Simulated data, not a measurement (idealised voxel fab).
Process module under the name voxel transistor to metal
The cross-section shown here is cut; it is 185 nm wide and divided into square cells measuring 5 nm on a side.
If you're reading a cross-section in this doc, picture square cells in a grid; it comes to you as bands, top ones listed first down to the bottom, and a band can be one or more rows of cells.
What a band's entry tells you: where the top is and where the bottom is, as heights in nm, and after that what lies inside, material by material from left to right, each with its width in nm. Empty space is written as the word "air", and a single material marked with the word "full width" occupies the band from edge to edge.
Zero point of the height axis is 0; under it, received wafer = one material. Lowest band: continues down indefinitely, "0 and below".
Quick explanation for "30 to 40": the width changes in equal steps down the rows of cells, from the first number in the band's top row to the second number in its bottom row.
The cross-section has no changed cell in any step marked "no modifications".
The label "Tabulated closed voids" introduces a list of the empty spaces, 8 cells or larger, that have no open way up to the top; each entry in it reads width x height at distance, where the distance is taken from the left edge and all three are stated in nm.
after a step's settings: what the simulator itself notes on the step
If you see "overlay nm" on a step's line and that step has a mask, it's telling you how far right of where it was planned the mask ended up; a negative number means it went left instead.

Listed below are the process steps as planned:
1: RECEIVE (material Si)
2: OXIDIZE (depth nm 5)
3: CONFORMAL_DEP (material SiN; thk nm 10)
4: DIRECTIONAL_DEP (material aC; thk nm 10)
5: PATTERN (tone cover; mask id ACTIVE; material resist; width nm 120; thk nm 25; overlay nm 0)
6: DIRECTIONAL_ETCH (etch materials aC; depth nm 10)
7: STRIP (etch materials resist)
8: DIRECTIONAL_ETCH (etch materials SiN; depth nm 10)
9: DIRECTIONAL_ETCH (etch materials SiO2; depth nm 5)
10: DIRECTIONAL_ETCH (etch materials Si; depth nm 20)
11: STRIP (etch materials aC)
12: OXIDIZE (depth nm 5)
13: FILL_DEP (material SiO2; thk nm 5)
14: CMP (height nm 10)
15: SELECTIVE_ETCH (etch materials SiO2; depth nm 5)
16: STRIP (etch materials SiN)
17: SELECTIVE_ETCH (etch materials SiO2; depth nm 5)
18: OXIDIZE (depth nm 5)
19: DIRECTIONAL_DEP (material polySi; thk nm 25)
20: DIRECTIONAL_DEP (material SiCN; thk nm 10)
21: PATTERN (tone cover; mask id GATE; material resist; width nm 30; thk nm 15; overlay nm 0)
22: DIRECTIONAL_ETCH (etch materials SiCN; depth nm 20)
23: DIRECTIONAL_ETCH (etch materials polySi; depth nm 35)
24: STRIP (etch materials resist)
25: CONFORMAL_DEP (material SiO2; thk nm 5)
26: DIRECTIONAL_ETCH (etch materials SiO2; depth nm 5)
27: CONFORMAL_DEP (material SiN; thk nm 5)
28: DIRECTIONAL_ETCH (etch materials SiN; depth nm 5)
29: DIRECTIONAL_ETCH (etch materials SiO2; depth nm 5)
30: DIRECTIONAL_ETCH (etch materials Si; depth nm 5)
31: EPI (material SiGe; thk nm 5)
32: FILL_DEP (material SiO2; thk nm 5)
33: CMP (height nm 20)
34: STRIP (etch materials polySi)
35: SELECTIVE_ETCH (etch materials SiO2; depth nm 5)
36: CONFORMAL_DEP (material HfO2; thk nm 5)
37: CONFORMAL_DEP (material TiN; thk nm 5)
38: FILL_DEP (material W; thk nm 5)
39: CMP (height nm 15)
40: DIRECTIONAL_DEP (material SiO2; thk nm 15)
41: PATTERN (tone open; mask id CONTACT; material resist; width nm 15; pitch nm 85; thk nm 15; overlay nm 0)
42: DIRECTIONAL_ETCH (etch materials SiO2; depth nm 40)
43: STRIP (etch materials resist)
44: CONFORMAL_DEP (material TiN; thk nm 5)
45: FILL_DEP (material Ru; thk nm 10)
46: CMP (height nm 30)
47: CONFORMAL_DEP (material SiN; thk nm 5)
48: DIRECTIONAL_DEP (material SiO2; thk nm 25)
49: PATTERN (tone open; mask id METAL_1; material resist; width nm 15; pitch nm 85; thk nm 20; overlay nm 0)
50: DIRECTIONAL_ETCH (etch materials SiO2; depth nm 25)
51: DIRECTIONAL_ETCH (etch materials SiN; depth nm 5)
52: STRIP (etch materials resist)
53: CONFORMAL_DEP (material TiN; thk nm 5)
54: FILL_DEP (material Cu; thk nm 10)
55: CMP (height nm 60)
56: CONFORMAL_DEP (material SiCN; thk nm 5)

Cross-sectional view of the wafer in its as-received condition, corresponding to the state after step 1:
0 and below: Si full width
Tabulated closed voids: none

Final cross-section, module run with one mistake (start and plan as above):
65 down to 60: SiCN full width
60 down to 35: 40 nm SiO2 / 5 nm TiN / 5 nm Cu / 5 nm TiN / 70 nm SiO2 / 5 nm TiN / 5 nm Cu / 5 nm TiN / 45 nm SiO2
35 down to 30: 40 nm SiN / 15 nm TiN / 70 nm SiN / 15 nm TiN / 45 nm SiN
30 down to 15: 40 nm SiO2 / 5 nm TiN / 5 nm Ru / 5 nm TiN / 70 nm SiO2 / 5 nm TiN / 5 nm Ru / 5 nm TiN / 45 nm SiO2
15 down to 0: 40 nm SiO2 / 5 nm TiN / 5 nm Ru / 5 nm TiN / 10 nm SiO2 / 5 nm SiN / 5 nm HfO2 / 5 nm TiN / 20 nm W / 5 nm TiN / 5 nm HfO2 / 5 nm SiN / 10 nm SiO2 / 5 nm TiN / 5 nm Ru / 5 nm TiN / 45 nm SiO2
0 down to -5: 30 nm SiO2 / 5 nm SiN / 5 nm SiO2 / 5 nm TiN / 5 nm Ru / 5 nm TiN / 10 nm SiO2 / 5 nm SiN / 5 nm HfO2 / 30 nm TiN / 5 nm HfO2 / 5 nm SiN / 10 nm SiO2 / 5 nm TiN / 5 nm Ru / 5 nm TiN / 5 nm SiO2 / 5 nm SiN / 35 nm SiO2
-5 down to -10: 40 nm SiO2 / 15 nm TiN / 5 nm SiO2 / 5 nm SiGe / 5 nm SiO2 / 40 nm HfO2 / 5 nm SiO2 / 5 nm SiGe / 5 nm SiO2 / 15 nm TiN / 45 nm SiO2
-10 down to -15: 35 nm SiO2 / 30 nm SiGe / 50 nm Si / 30 nm SiGe / 40 nm SiO2
-15 down to -50: 35 nm SiO2 / 110 nm Si / 40 nm SiO2
-50 and below: Si full width
Tabulated closed voids: none
Finding, execution versus plan: regarding the plan, step 10 was run twice
